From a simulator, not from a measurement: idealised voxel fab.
Module name: voxel fin reveal (process module)
Xsec cut, 245 nm wide, square cell size 5 nm.
Heads up, the way a cross-section reads in here is a grid of square cells, handed over as bands from the top down, with every band being one or more rows of cells.
Band: top height; bottom height; in nm. Then, left to right: material with width in nm, for each material. "full width": a single material spanning edge to edge. "blank": empty space.
For the purposes of this specification, 0 denotes the height below which the wafer in its as-received condition is composed wholly of one material, and the lowermost band, lacking a lower limit, extends downward without end, as expressed in "0 and below".
Per-row width for "30->40": begins at first number (top row of band), ends at second number (bottom row), increment between rows held constant.
You'll sometimes find "same as before" written for a step, and that's the way of saying that nowhere in the cross-section did a cell change during that step.
So "Closed-off voids" is basically the list of trapped voids: any empty space of 8 cells or more that can't reach the top through an opening. They're written width x height at distance, the distance being from the left edge, and it's all nm.
Where a step's line continues beyond its settings, the continuation is a remark by the simulator itself on that step.
overlay nm: for a step with a mask, the amount by which the mask lay right of where it was planned; a negative amount means left of it.

So here's the lineup of process steps we planned
1. op RECEIVE | material Si
2. op CONFORMAL_DEP | material SiN | thk nm 5
3. op DIRECTIONAL_DEP | material aC | thk nm 10
4. op PATTERN | tone cover | mask id FINS | material resist | width nm 15 | pitch nm 40 | thk nm 25 | overlay nm 0
5. op DIRECTIONAL_ETCH | etch materials aC | depth nm 10
6. op STRIP | etch materials resist
7. op DIRECTIONAL_ETCH | etch materials SiN | depth nm 5
8. op DIRECTIONAL_ETCH | etch materials Si | depth nm 35
9. op STRIP | etch materials aC
10. op OXIDIZE | depth nm 5
11. op FILL_DEP | material SiO2 | thk nm 5
12. op CMP | height nm 5
13. op SELECTIVE_ETCH | etch materials SiO2 | depth nm 30
14. op STRIP | etch materials SiN

The following pertains to the first of two wafers, which was processed as planned

Step 1 complete: cross-section of the wafer as received
  0 and below  Si full width
  Closed-off voids: none

How the wafer stands in section after step 2
  5 down to 0  SiN full width
  Below a height of 0, the structure has not been altered.

How the wafer stands in section after step 3
  15 down to 5  aC full width
  Below a height of 5, the structure has not been altered.

How the wafer stands in section after step 4
  40 down to 15  75 nm blank; 15 nm resist; 25 nm blank; 15 nm resist; 25 nm blank; 15 nm resist; 75 nm blank
  Below a height of 15, the structure has not been altered.

How the wafer stands in section after step 5
  30 down to 15  75 nm blank; 15 nm resist; 25 nm blank; 15 nm resist; 25 nm blank; 15 nm resist; 75 nm blank
  15 down to 5  75 nm blank; 15 nm aC; 25 nm blank; 15 nm aC; 25 nm blank; 15 nm aC; 75 nm blank
  Below a height of 5, the structure has not been altered.

How the wafer stands in section after step 6
  15 down to 5  75 nm blank; 15 nm aC; 25 nm blank; 15 nm aC; 25 nm blank; 15 nm aC; 75 nm blank
  Below a height of 5, the structure has not been altered.

How the wafer stands in section after step 7
  15 down to 5  75 nm blank; 15 nm aC; 25 nm blank; 15 nm aC; 25 nm blank; 15 nm aC; 75 nm blank
  5 down to 0  75 nm blank; 15 nm SiN; 25 nm blank; 15 nm SiN; 25 nm blank; 15 nm SiN; 75 nm blank
  Below a height of 0, the structure has not been altered.

How the wafer stands in section after step 8
  15 down to 5  75 nm blank; 15 nm aC; 25 nm blank; 15 nm aC; 25 nm blank; 15 nm aC; 75 nm blank
  5 down to 0  75 nm blank; 15 nm SiN; 25 nm blank; 15 nm SiN; 25 nm blank; 15 nm SiN; 75 nm blank
  0 down to -35  75 nm blank; 15 nm Si; 25 nm blank; 15 nm Si; 25 nm blank; 15 nm Si; 75 nm blank
  Below a height of -35, the structure has not been altered.

How the wafer stands in section after step 9
  5 down to 0  75 nm blank; 15 nm SiN; 25 nm blank; 15 nm SiN; 25 nm blank; 15 nm SiN; 75 nm blank
  Below a height of 0, the structure has not been altered.

How the wafer stands in section after step 10
  5 down to 0  75 nm blank; 15 nm SiN; 25 nm blank; 15 nm SiN; 25 nm blank; 15 nm SiN; 75 nm blank
  0 down to -35  75 nm blank; 5 nm SiO2; 5 nm Si; 5 nm SiO2; 25 nm blank; 5 nm SiO2; 5 nm Si; 5 nm SiO2; 25 nm blank; 5 nm SiO2; 5 nm Si; 5 nm SiO2; 75 nm blank
  -35 down to -40  80 nm SiO2; 5 nm Si; 35 nm SiO2; 5 nm Si; 35 nm SiO2; 5 nm Si; 80 nm SiO2
  Below a height of -40, the structure has not been altered.

How the wafer stands in section after step 11
  10 down to 5  SiO2 full width
  5 down to 0  75 nm SiO2; 15 nm SiN; 25 nm SiO2; 15 nm SiN; 25 nm SiO2; 15 nm SiN; 75 nm SiO2
  0 down to -40  80 nm SiO2; 5 nm Si; 35 nm SiO2; 5 nm Si; 35 nm SiO2; 5 nm Si; 80 nm SiO2
  Below a height of -40, the structure has not been altered.

How the wafer stands in section after step 12
  5 down to 0  75 nm SiO2; 15 nm SiN; 25 nm SiO2; 15 nm SiN; 25 nm SiO2; 15 nm SiN; 75 nm SiO2
  Below a height of 0, the structure has not been altered.

How the wafer stands in section after step 13
  5 down to 0  75 nm blank; 15 nm SiN; 25 nm blank; 15 nm SiN; 25 nm blank; 15 nm SiN; 75 nm blank
  0 down to -25  80 nm blank; 5 nm Si; 35 nm blank; 5 nm Si; 35 nm blank; 5 nm Si; 80 nm blank
  Below a height of -25, the structure has not been altered.

How the wafer stands in section after step 14
  0 down to -25  80 nm blank; 5 nm Si; 35 nm blank; 5 nm Si; 35 nm blank; 5 nm Si; 80 nm blank
  Below a height of -25, the structure has not been altered.

Wafer two of two - same starting point, same process plan, one mistake in execution; matches wafer one up to and including step 13

Planned end of step 14: second wafer, cross-section
  5 down to 0  75 nm blank; 15 nm SiN; 25 nm blank; 15 nm SiN; 25 nm blank; 15 nm SiN; 75 nm blank
  0 down to -40  80 nm blank; 5 nm Si; 35 nm blank; 5 nm Si; 35 nm blank; 5 nm Si; 80 nm blank
  Below a height of -40, the structure has not been altered.
In executing the process, a mistake was made relative to the plan: step 14 ran as: op STRIP | etch materials SiO2
Materials where the second wafer ends with more or fewer cells than the first: SiN: 9 more | SiO2: 138 fewer
